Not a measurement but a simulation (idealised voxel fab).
voxel wiring stack: a process module
Square cells of 5 nm make up the cross-section cut, whose width is 240 nm.
When this document writes out a cross-section, it uses a grid of square cells and lists it as bands, beginning at the top and moving down, with a band standing for one or more rows of cells. For a band, the entry starts with two heights in nm, that of the top and then that of the bottom, and carries on with the band's materials in order from left to right, each alongside its width in nm; the word "full width" beside a single material means it fills the band edge to edge, and "air" means empty space. Zero point of the height axis is 0; under it, received wafer = one material. Lowest band: continues down indefinitely, "0 and below". So if you see something like "30 to 40" for the width, read it as the top row of the band sitting at the first number and the bottom row at the second, with every row in between moving by the same amount as the last. Take "changes: none" at face value: in the step it is given for, the cross-section changed in none of its cells. "Sealed-off cavities": empty spaces of 8 cells or more with no open way to the top, each given as width x height at distance, distance from the left edge, all in nm. The remark found on a step's line after its settings is issued by the simulator itself and pertains to that step. A step's line can hold "overlay nm"; with a mask on that step, the setting says how far right of the planned place the mask lay, while a negative setting says it lay to the left.
Process steps (planned)
1 op RECEIVE | material Si
2 op CONFORMAL_DEP | material SiO2 | thk nm 10
3 op CONFORMAL_DEP | material SiN | thk nm 5
4 op DIRECTIONAL_DEP | material lowk | thk nm 15
5 op DIRECTIONAL_DEP | material aC | thk nm 15
6 op PATTERN | tone open | mask id METAL_1 | material resist | width nm 30 | pitch nm 45 | thk nm 35 | overlay nm 0
7 op DIRECTIONAL_ETCH | etch materials aC | depth nm 15
8 op STRIP | etch materials resist
9 op DIRECTIONAL_ETCH | etch materials lowk | depth nm 15
10 op DIRECTIONAL_ETCH | etch materials SiN | depth nm 5
11 op STRIP | etch materials aC
12 op CONFORMAL_DEP | material TiN | thk nm 5
13 op FILL_DEP | material W | thk nm 10
14 op CMP | height nm 30
15 op EPI | material Ru | thk nm 5
16 op FILL_DEP | material SiCN | thk nm 5
17 op DIRECTIONAL_DEP | material SiO2 | thk nm 10
18 op DIRECTIONAL_DEP | material aC | thk nm 15
19 op PATTERN | tone open | mask id PLUG_1 | material resist | width nm 15 | pitch nm 45 | thk nm 30 | overlay nm 0
20 op DIRECTIONAL_ETCH | etch materials aC | depth nm 15
21 op STRIP | etch materials resist
22 op DIRECTIONAL_ETCH | etch materials SiO2 | depth nm 10
23 op DIRECTIONAL_ETCH | etch materials SiCN | depth nm 5
24 op STRIP | etch materials aC
25 op EPI | material Ru | thk nm 10
26 op EPI | material Ru | thk nm 5
27 op CONFORMAL_DEP | material SiN | thk nm 5
28 op DIRECTIONAL_DEP | material lowk | thk nm 25
29 op DIRECTIONAL_DEP | material aC | thk nm 10
30 op PATTERN | tone open | mask id METAL_2 | material resist | width nm 30 | pitch nm 45 | thk nm 25 | overlay nm 0
31 op DIRECTIONAL_ETCH | etch materials aC | depth nm 10
32 op STRIP | etch materials resist
33 op DIRECTIONAL_ETCH | etch materials lowk | depth nm 25
34 op DIRECTIONAL_ETCH | etch materials SiN | depth nm 5
35 op STRIP | etch materials aC
36 op CONFORMAL_DEP | material TiN | thk nm 5
37 op FILL_DEP | material W | thk nm 10
38 op CMP | height nm 80
39 op CONFORMAL_DEP | material SiCN | thk nm 5
This is the cross-section of the wafer as we received it, i.e. after step 1
    0 and below: Si full width
    Sealed-off cavities: none
Wafer at module end, in section. Began as above, planned as above, run with one mistake
    85 down to 80: SiCN full width
    80 down to 55: 80 of lowk, then 5 of TiN, then 20 of W, then 5 of TiN, then 15 of lowk, then 5 of TiN, then 20 of W, then 5 of TiN, then 85 of lowk
    55 down to 50: 80 of SiN, then 30 of TiN, then 15 of SiN, then 30 of TiN, then 85 of SiN
    50 down to 40: 80 of SiO2, then 15 of Ru, then 30 of SiO2, then 15 of Ru, then 100 of SiO2
    40 down to 30: 80 to 85 of SiCN, then 15 to 40 of Ru, then 30 to 5 of SiCN, then 15 to 40 of Ru, then 100 to 70 of SiCN
    30 down to 15: 90 of lowk, then 5 of TiN, then 20 of W, then 5 of TiN, then 15 of lowk, then 5 of TiN, then 20 of W, then 5 of TiN, then 75 of lowk
    15 down to 10: 90 of SiN, then 30 of TiN, then 15 of SiN, then 30 of TiN, then 75 of SiN
    10 down to 0: SiO2 full width
    0 and below: Si full width
    Sealed-off cavities: none
Nonconformance to the process plan: off-plan run, step 6, actual operation and settings op PATTERN | tone open | mask id METAL_1 | material resist | width nm 30 | pitch nm 45 | thk nm 35 | overlay nm 10
